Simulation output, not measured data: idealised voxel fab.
process module | voxel transistor to metal
The cross-section shown here is cut; it is 190 nm wide and divided into square cells measuring 5 nm on a side.
Just so we're on the same page, the cross-sections are grids of square cells, and they're listed out in bands top to bottom, each band one or more rows deep.
Each band's line starts with the height of the band's top and of its bottom, in nm. Then come its materials from left to right, each with its width in nm. One material with "everywhere" fills the band from edge to edge. "blank" is empty space.
The reference from which all heights are counted is 0, the level beneath which the as-received wafer is entirely one material; the lowest band, having no lower bound, proceeds downward and is written after the example "0 and below".
It should be noted that a width expressed as "30..40" varies in equal increments from row to row of cells within the band, taking the value of the first number at the top row and that of the second number at the bottom row.
Take "left unchanged" at face value: in the step it is given for, the cross-section changed in none of its cells.
In "Closed voids list" the enclosed voids are listed, meaning empty spaces of 8 cells or larger without any opening to the top. The form is width x height at distance, distance from the left edge, units nm.
Post-settings text on a step line: simulator's own remark regarding the step.
When a step includes a mask, the "overlay nm" setting on its line states how far to the right of its planned place that mask lay, and negative values state how far to the left.

### Planned step list for the process
step 1: RECEIVE with material Si
step 2: CONFORMAL_DEP with material SiO2, thk nm 5
step 3: CONFORMAL_DEP with material SiN, thk nm 15
step 4: PATTERN with tone cover, mask id ACTIVE, material resist, width nm 115, thk nm 20, overlay nm 0
step 5: DIRECTIONAL_ETCH with etch materials SiN, depth nm 15
step 6: DIRECTIONAL_ETCH with etch materials SiO2, depth nm 5
step 7: DIRECTIONAL_ETCH with etch materials Si, depth nm 35
step 8: STRIP with etch materials resist
step 9: FILL_DEP with material SiO2, thk nm 10
step 10: CMP with height nm 20
step 11: SELECTIVE_ETCH with etch materials SiO2, depth nm 15
step 12: STRIP with etch materials SiN
step 13: SELECTIVE_ETCH with etch materials SiO2, depth nm 5
step 14: OXIDIZE with depth nm 5
step 15: DIRECTIONAL_DEP with material polySi, thk nm 25
step 16: DIRECTIONAL_DEP with material SiCN, thk nm 15
step 17: DIRECTIONAL_DEP with material aC, thk nm 15
step 18: PATTERN with tone cover, mask id GATE, material resist, width nm 25, thk nm 30, overlay nm 0
step 19: DIRECTIONAL_ETCH with etch materials aC, depth nm 15
step 20: STRIP with etch materials resist
step 21: DIRECTIONAL_ETCH with etch materials SiCN, depth nm 25
step 22: DIRECTIONAL_ETCH with etch materials polySi, depth nm 35
step 23: STRIP with etch materials aC
step 24: CONFORMAL_DEP with material SiO2, thk nm 5
step 25: DIRECTIONAL_ETCH with etch materials SiO2, depth nm 5
step 26: CONFORMAL_DEP with material SiN, thk nm 10
step 27: DIRECTIONAL_ETCH with etch materials SiN, depth nm 10
step 28: DIRECTIONAL_ETCH with etch materials SiO2, depth nm 5
step 29: EPI with material nSi, thk nm 5
step 30: FILL_DEP with material SiO2, thk nm 10
step 31: CMP with height nm 40
step 32: DIRECTIONAL_DEP with material SiO2, thk nm 10
step 33: DIRECTIONAL_DEP with material aC, thk nm 10
step 34: PATTERN with tone open, mask id CONTACT, material resist, width nm 20, pitch nm 75, thk nm 25, overlay nm 0
step 35: DIRECTIONAL_ETCH with etch materials aC, depth nm 10
step 36: STRIP with etch materials resist
step 37: DIRECTIONAL_ETCH with etch materials SiO2, depth nm 50
step 38: STRIP with etch materials aC
step 39: CONFORMAL_DEP with material TiN, thk nm 5
step 40: FILL_DEP with material Ru, thk nm 5
step 41: CMP with height nm 50
step 42: DIRECTIONAL_DEP with material TiN, thk nm 5
step 43: DIRECTIONAL_DEP with material W, thk nm 20
step 44: MASKED_ETCH with tone cover, mask id METAL_1, width nm 15, pitch nm 75, etch materials W, depth nm 20, overlay nm 0
step 45: MASKED_ETCH with tone cover, mask id METAL_1, width nm 20, pitch nm 75, etch materials TiN, depth nm 5, overlay nm 0
step 46: FILL_DEP with material SiO2, thk nm 5
step 47: CMP with height nm 75
step 48: CONFORMAL_DEP with material SiCN, thk nm 5
step 49: DIRECTIONAL_DEP with material lowk, thk nm 35
step 50: MASKED_ETCH with tone open, mask id METAL_2, width nm 20, pitch nm 75, etch materials lowk, depth nm 20, overlay nm 0
step 51: PATTERN with tone open, mask id METAL_2_HOLES, material resist, width nm 15, pitch nm 75, thk nm 15, overlay nm 0
step 52: DIRECTIONAL_ETCH with etch materials lowk, depth nm 15
step 53: DIRECTIONAL_ETCH with etch materials SiCN, depth nm 5
step 54: STRIP with etch materials resist
step 55: CONFORMAL_DEP with material TiN, thk nm 5
step 56: FILL_DEP with material Ru, thk nm 10
step 57: CMP with height nm 115
step 58: CONFORMAL_DEP with material SiCN, thk nm 5
Every wafer here starts from the same state; it is the step 44 width nm that distinguishes them, and the value the plan gives belongs to the first wafer.

### Received wafers, first of several: cross-section after step 1
* 0 and below  Si everywhere
* Closed voids list: none

### First of several wafers in cross-section at module end, following the final step, step 58
* 120 down to 115  SiCN everywhere
* 115 down to 100  45 nm lowk / 5 nm TiN / 10 nm Ru / 5 nm TiN / 55 nm lowk / 5 nm TiN / 10 nm Ru / 5 nm TiN / 50 nm lowk
* 100 down to 95  45 nm lowk / 5 nm TiN / 5 nm Ru / 10 nm TiN / 55 nm lowk / 5 nm TiN / 5 nm Ru / 10 nm TiN / 50 nm lowk
* 95 down to 80  45 nm lowk / 5 nm TiN / 5 nm Ru / 5 nm TiN / 60 nm lowk / 5 nm TiN / 5 nm Ru / 5 nm TiN / 55 nm lowk
* 80 down to 75  45 nm SiCN / 15 nm TiN / 60 nm SiCN / 15 nm TiN / 55 nm SiCN
* 75 down to 55  50 nm SiO2 / 15 nm W / 60 nm SiO2 / 15 nm W / 50 nm SiO2
* 55 down to 50  45 nm SiO2 / 20 nm TiN / 55 nm SiO2 / 20 nm TiN / 50 nm SiO2
* 50 down to 40  45 nm SiO2 / 5 nm TiN / 10 nm Ru / 5 nm TiN / 55 nm SiO2 / 5 nm TiN / 10 nm Ru / 5 nm TiN / 50 nm SiO2
* 40 down to 25  45 nm SiO2 / 5 nm TiN / 10 nm Ru / 5 nm TiN / 10 nm SiN / 5 nm SiO2 / 25 nm SiCN / 5 nm SiO2 / 10 nm SiN / 5 nm TiN / 10 nm Ru / 5 nm TiN / 50 nm SiO2
* 25 down to 5  45 nm SiO2 / 5 nm TiN / 10 nm Ru / 5 nm TiN / 10 nm SiN / 5 nm SiO2 / 25 nm polySi / 5 nm SiO2 / 10 nm SiN / 5 nm TiN / 10 nm Ru / 5 nm TiN / 50 nm SiO2
* 5 down to 0  45 nm SiO2 / 20 nm TiN / 10 nm SiN / 5 nm SiO2 / 25 nm polySi / 5 nm SiO2 / 10 nm SiN / 20 nm TiN / 50 nm SiO2
* 0 down to -5  30 nm SiO2 / 35 nm nSi / 55 nm SiO2 / 35 nm nSi / 35 nm SiO2
* -5 down to -35  35 nm SiO2 / 115 nm Si / 40 nm SiO2
* -35 and below  Si everywhere
* Closed voids list: none

### Cross-sectional view, end of module, last wafer of several
* 120 down to 115  SiCN everywhere
* 115 down to 100  45 nm lowk / 5 nm TiN / 10 nm Ru / 5 nm TiN / 55 nm lowk / 5 nm TiN / 10 nm Ru / 5 nm TiN / 50 nm lowk
* 100 down to 95  45 nm lowk / 5 nm TiN / 5 nm Ru / 10 nm TiN / 55 nm lowk / 5 nm TiN / 5 nm Ru / 10 nm TiN / 50 nm lowk
* 95 down to 80  45 nm lowk / 5 nm TiN / 5 nm Ru / 5 nm TiN / 60 nm lowk / 5 nm TiN / 5 nm Ru / 5 nm TiN / 55 nm lowk
* 80 down to 75  45 nm SiCN / 15 nm TiN / 60 nm SiCN / 15 nm TiN / 55 nm SiCN
* 75 down to 55  40 nm SiO2 / 35 nm W / 40 nm SiO2 / 35 nm W / 40 nm SiO2
* 55 down to 50  40 nm SiO2 / 35 nm TiN / 40 nm SiO2 / 35 nm TiN / 40 nm SiO2
* 50 down to 40  45 nm SiO2 / 5 nm TiN / 10 nm Ru / 5 nm TiN / 55 nm SiO2 / 5 nm TiN / 10 nm Ru / 5 nm TiN / 50 nm SiO2
* 40 down to 25  45 nm SiO2 / 5 nm TiN / 10 nm Ru / 5 nm TiN / 10 nm SiN / 5 nm SiO2 / 25 nm SiCN / 5 nm SiO2 / 10 nm SiN / 5 nm TiN / 10 nm Ru / 5 nm TiN / 50 nm SiO2
* 25 down to 5  45 nm SiO2 / 5 nm TiN / 10 nm Ru / 5 nm TiN / 10 nm SiN / 5 nm SiO2 / 25 nm polySi / 5 nm SiO2 / 10 nm SiN / 5 nm TiN / 10 nm Ru / 5 nm TiN / 50 nm SiO2
* 5 down to 0  45 nm SiO2 / 20 nm TiN / 10 nm SiN / 5 nm SiO2 / 25 nm polySi / 5 nm SiO2 / 10 nm SiN / 20 nm TiN / 50 nm SiO2
* 0 down to -5  30 nm SiO2 / 35 nm nSi / 55 nm SiO2 / 35 nm nSi / 35 nm SiO2
* -5 down to -35  35 nm SiO2 / 115 nm Si / 40 nm SiO2
* -35 and below  Si everywhere
* Closed voids list: none

### Each row below is a wafer at the end of the module, listing for every material the number of cells it has gained (+) or lost (-) since it was received, followed by its closed voids
width nm 15; +56 Ru; -128 Si; +85 SiCN; +32 SiN; +500 SiO2; +88 TiN; +24 W; +216 lowk; +14 nSi; +25 polySi; Closed voids list: none
width nm 20; +56 Ru; -128 Si; +85 SiCN; +32 SiN; +492 SiO2; +88 TiN; +32 W; +216 lowk; +14 nSi; +25 polySi; Closed voids list: none
width nm 25; +56 Ru; -128 Si; +85 SiCN; +32 SiN; +482 SiO2; +90 TiN; +40 W; +216 lowk; +14 nSi; +25 polySi; Closed voids list: none
width nm 30; +56 Ru; -128 Si; +85 SiCN; +32 SiN; +472 SiO2; +92 TiN; +48 W; +216 lowk; +14 nSi; +25 polySi; Closed voids list: none
width nm 35; +56 Ru; -128 Si; +85 SiCN; +32 SiN; +462 SiO2; +94 TiN; +56 W; +216 lowk; +14 nSi; +25 polySi; Closed voids list: none
